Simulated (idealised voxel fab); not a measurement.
process module | voxel local oxidation
cross-section cut | 270 nm wide | cells 5 nm
A cross-section is a grid of square cells, given in bands from the top down. A band is one or more rows of cells.
Each band's line starts with the height of the band's top and of its bottom, in nm. Then come its materials from left to right, each with its width in nm. One material with "throughout" fills the band from edge to edge. "air" is empty space.
Height 0 is the level under which the wafer as received is all one material. The lowest band goes on downwards, as in "0 down".
A width such as "30 to 40" changes by the same amount from each row of cells to the next, from the band's top row to its bottom row.
"no change" after a step means that no cell of the cross-section changed.
closed voids: empty space of 8 cells or more with no open way to the top, each as width x height at its distance from the left edge, in nm
after a step's settings: what the simulator itself notes on the step
overlay nm, on a step with a mask: how far to the right of its planned place the mask lay; to the left if negative
plan
1 op RECEIVE | material Si
2 op OXIDIZE | depth nm 5
3 op CONFORMAL_DEP | material SiN | thk nm 10
4 op DIRECTIONAL_DEP | material aC | thk nm 15
5 op PATTERN | tone cover | mask id ACTIVE | material resist | width nm 120 | thk nm 30 | overlay nm 0
6 op DIRECTIONAL_ETCH | etch materials aC | depth nm 15
7 op STRIP | etch materials resist
8 op DIRECTIONAL_ETCH | etch materials SiN | depth nm 10
9 op STRIP | etch materials aC
10 op SELECTIVE_ETCH | etch materials SiO2 | depth nm 5
11 op OXIDIZE | depth nm 10
12 op STRIP | etch materials SiN
first wafer, as planned
as received, after step 1
  0 down: Si throughout
  closed voids: none
after step 2
  0 to -5: SiO2 throughout
  below -5: unchanged
after step 3
  10 to 0: SiN throughout
  below 0: unchanged
after step 4
  25 to 10: aC throughout
  below 10: unchanged
after step 5
  55 to 25: air 75 | resist 120 | air 75
  below 25: unchanged
after step 6
  40 to 25: air 75 | resist 120 | air 75
  25 to 10: air 75 | aC 120 | air 75
  below 10: unchanged
after step 7
  25 to 10: air 75 | aC 120 | air 75
  below 10: unchanged
after step 8
  25 to 10: air 75 | aC 120 | air 75
  10 to 0: air 75 | SiN 120 | air 75
  below 0: unchanged
after step 9
  10 to 0: air 75 | SiN 120 | air 75
  below 0: unchanged
after step 10
  10 to 0: air 75 | SiN 120 | air 75
  0 to -5: air 80 | SiO2 110 | air 80
  below -5: unchanged
after step 11
  10 to 0: air 75 | SiN 120 | air 75
  0 to -5: air 80 | SiO2 110 | air 80
  -5 to -15: SiO2 90 | Si 90 | SiO2 90
  below -15: unchanged
after step 12
  0 to -5: air 80 | SiO2 110 | air 80
  below -5: unchanged
second wafer: like start, like plan, one mistake. Through step 6 it matches the first wafer
when step 7 should have ended
  40 to 25: air 75 | resist 120 | air 75
  25 to 10: air 75 | aC 120 | air 75
  10 to 0: air 75 | SiN 120 | air 75
  below 0: unchanged
when step 8 should have ended
  25 to 10: air 75 | aC 120 | air 75
  below 10: unchanged
when step 9 should have ended
  10 to 0: air 75 | SiN 120 | air 75
  below 0: unchanged
when step 10 should have ended
  10 to 0: air 75 | SiN 120 | air 75
  0 to -5: air 80 | SiO2 110 | air 80
  below -5: unchanged
when step 11 should have ended
  10 to 0: air 75 | SiN 120 | air 75
  0 to -5: air 80 | SiO2 110 | air 80
  -5 to -15: SiO2 90 | Si 90 | SiO2 90
  below -15: unchanged
when step 12 should have ended
  0 to -5: air 80 | SiO2 110 | air 80
  below -5: unchanged
what went wrong: steps 7 and 8 were swapped
at the end the two cross-sections are the same: no effect in what this model computes
